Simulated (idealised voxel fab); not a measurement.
Process module name: voxel capacitor over wiring
Cross-sectional view cut (width: 270 nm; square cell size: 5 nm).
A cross-section is a grid of square cells, given in bands from the top down. A band is one or more rows of cells. A band entry consists of two parts. The first gives the height of the band's top and the height of its bottom, in nm. The rest lists the band's materials from left to right, each with its width in nm. A single material labelled with the word "all across" fills the band from edge to edge, and the word "empty" marks empty space. Below 0: as-received wafer, all one material; heights counted from there. Lowest band: no bottom, goes on down, written "0 and below". A width such as "30 to 40" changes by the same amount from each row of cells to the next, from the band's top row to its bottom row. "nothing altered" means the step left every cell of the cross-section as it was. Listed in "Closed cavities": every empty space of 8 or more cells without an open way to the top. Form: width x height at distance, the distance being from the left edge, all in nm. The remark found on a step's line after its settings is issued by the simulator itself and pertains to that step. overlay nm: right-of-plan distance of the mask on a masked step; negative values mean left-of-plan.
# Planned process steps
1. RECEIVE, material Si
2. CONFORMAL_DEP, material SiO2, thk nm 15
3. CONFORMAL_DEP, material SiCN, thk nm 5
4. DIRECTIONAL_DEP, material SiO2, thk nm 20
5. PATTERN, tone open, mask id METAL_1, material resist, width nm 30, pitch nm 80, thk nm 20, overlay nm 0
6. DIRECTIONAL_ETCH, etch materials SiO2, depth nm 20
7. DIRECTIONAL_ETCH, etch materials SiCN, depth nm 5
8. STRIP, etch materials resist
9. CONFORMAL_DEP, material TiN, thk nm 5
10. FILL_DEP, material Cu, thk nm 5
11. CMP, height nm 40
12. EPI, material Ru, thk nm 5
13. FILL_DEP, material SiCN, thk nm 5
14. DIRECTIONAL_DEP, material lowk, thk nm 20
15. PATTERN, tone open, mask id PLUG_1, material resist, width nm 15, thk nm 15, overlay nm 0
16. DIRECTIONAL_ETCH, etch materials lowk, depth nm 20
17. DIRECTIONAL_ETCH, etch materials SiCN, depth nm 5
18. STRIP, etch materials resist
19. EPI, material Ru, thk nm 10
20. EPI, material Ru, thk nm 10
21. EPI, material Ru, thk nm 5
22. DIRECTIONAL_DEP, material TiN, thk nm 5
23. DIRECTIONAL_DEP, material Al2O3, thk nm 5
24. DIRECTIONAL_DEP, material TiN, thk nm 10
25. DIRECTIONAL_DEP, material aC, thk nm 15
26. PATTERN, tone cover, mask id UPPER_PLATE, material resist, width nm 55, thk nm 35, overlay nm 0
27. DIRECTIONAL_ETCH, etch materials aC, depth nm 15
28. STRIP, etch materials resist
29. DIRECTIONAL_ETCH, etch materials TiN, depth nm 10
30. DIRECTIONAL_ETCH, etch materials Al2O3, depth nm 5
31. STRIP, etch materials aC
32. MASKED_ETCH, tone cover, mask id LOWER_PLATE, width nm 65, etch materials TiN, depth nm 5, overlay nm 0
33. FILL_DEP, material SiO2, thk nm 20
34. CMP, height nm 105
35. PATTERN, tone open, mask id PLUG_2, material resist, width nm 15, thk nm 15, overlay nm 0
36. DIRECTIONAL_ETCH, etch materials SiO2, depth nm 15
37. STRIP, etch materials resist
38. CONFORMAL_DEP, material TiN, thk nm 5
39. FILL_DEP, material W, thk nm 10
40. CMP, height nm 105
41. CONFORMAL_DEP, material SiN, thk nm 5
# As-received wafer cross-section (after step 1)
  0 and below  Si all across
  Closed cavities: none
# Below is the wafer in cross-section after the module was completed. It began from the starting point shown above and followed the plan shown above, except that one mistake was made while running it
  110 down to 105  SiN all across
  105 down to 95  SiO2=105, TiN=5, W=5, TiN=5, SiO2=150
  95 down to 90  SiO2=105, TiN=15, SiO2=150
  90 down to 80  SiO2=95, TiN=55, SiO2=120
  80 down to 75  SiO2=90, TiN=65, SiO2=115
  75 down to 70  Al2O3 all across
  70 down to 50  lowk=95, Ru=15, lowk=160
  50 down to 45  SiCN=95, Ru=15, SiCN=160
  45 down to 40  SiCN=75, Ru=40, SiCN=40, Ru=40, SiCN=75
  40 down to 20  SiO2=80, TiN=5, Cu=20, TiN=5, SiO2=50, TiN=5, Cu=20, TiN=5, SiO2=80
  20 down to 15  SiCN=80, TiN=30, SiCN=50, TiN=30, SiCN=80
  15 down to 0  SiO2 all across
  0 and below  Si all across
  Closed cavities: none
Nonconformance to the process plan: the processing plan was not followed for steps 22 and 23, which were run with their positions exchanged
